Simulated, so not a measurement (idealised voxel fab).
Name of the process module below: voxel transistor to metal
Each square cell in cross-section cut measures 5 nm, and the section as a whole is 195 nm wide.
Cross-section format: a grid of square cells, given as bands from top to bottom; each band is one or more rows of cells.
Band: top and bottom heights (nm) first, top before bottom; then materials from left to right, widths in nm. "everywhere" marks a sole material filling the band edge to edge. "air" denotes empty space.
Ref level 0: as-received wafer is one material below here. Bottom band extends down with no lower bound ("top 0, no bottom").
The expression "30..40" gives the width at the extremes of the band, the first number at its top row of cells and the second at its bottom row, with the width changing by equal amounts from each row to the next in between.
When a step is marked "all unchanged", none of the cells in the cross-section changed during that step.
Voids, fully enclosed: empty space of 8 cells or more with no open way to the top, each as width x height at its distance from the left edge, in nm
Past the settings on a step's line: simulator remark, on that step.
overlay nm: for a step with a mask, the amount by which the mask lay right of where it was planned; a negative amount means left of it.
Read the rest as pairs. Take the cross-section before one process step, then the cross-section after it, which shows only down to the lowest band that changed. Under the pair, find the step between them and its settings. Bear in mind that pairs may come from different runs of this module on the same starting wafer: link a pair to the pair above it only where its entry headed "Status quo ante" says to.

## Status quo ante
    top 80, bottom 75: Ru everywhere
    top 75, bottom 70: TiN=55 | Ru=5 | TiN=75 | Ru=5 | TiN=55
    top 70, bottom 65: SiO2=50 | TiN=5 | Ru=5 | TiN=5 | SiO2=65 | TiN=5 | Ru=5 | TiN=5 | SiO2=50
    top 65, bottom 60: SiO2=50 | TiN=15 | SiO2=65 | TiN=15 | SiO2=50
    top 60, bottom 50: SiO2 everywhere
    top 50, bottom 45: SiCN everywhere
    top 45, bottom 30: SiO2=50 | W=15 | SiO2=65 | W=15 | SiO2=50
    top 30, bottom 25: SiO2=50 | TiN=15 | SiO2=65 | TiN=15 | SiO2=50
    top 25, bottom 15: SiO2=50 | TiN=5 | W=5 | TiN=5 | SiO2=65 | TiN=5 | W=5 | TiN=5 | SiO2=50
    top 15, bottom 10: SiO2=50 | TiN=5 | W=5 | TiN=5 | SiO2=15 | SiN=5 | HfO2=5 | TiN=5 | W=5 | TiN=5 | HfO2=5 | SiN=5 | SiO2=15 | TiN=5 | W=5 | TiN=5 | SiO2=50
    top 10, bottom 5: SiO2=50 | TiN=5 | W=5 | TiN=5 | SiGe=15 | SiN=5 | HfO2=5 | TiN=5 | W=5 | TiN=5 | HfO2=5 | SiN=5 | SiGe=15 | TiN=5 | W=5 | TiN=5 | SiO2=50
    top 5, bottom 0: SiO2=40 | SiN=5 | SiO2=5 | TiN=15 | SiGe=15 | SiN=5 | HfO2=5 | TiN=15 | HfO2=5 | SiN=5 | SiGe=15 | TiN=15 | SiO2=5 | SiN=5 | SiO2=40
    top 0, bottom -5: SiO2=45 | SiGe=35 | HfO2=35 | SiGe=35 | SiO2=45
    top -5, bottom -15: SiO2=50 | SiGe=30 | Si=35 | SiGe=30 | SiO2=50
    top -15, bottom -30: SiO2=50 | Si=95 | SiO2=50
    top -30, no bottom: Si everywhere
    Voids, fully enclosed: none

## Resultant Cross-Section
    top 85, bottom 80: SiCN everywhere
    Below a height of 80, the structure has not been altered.
    Voids, fully enclosed: none
Process step separating the two views above: CONFORMAL_DEP, material SiCN, thk nm 5
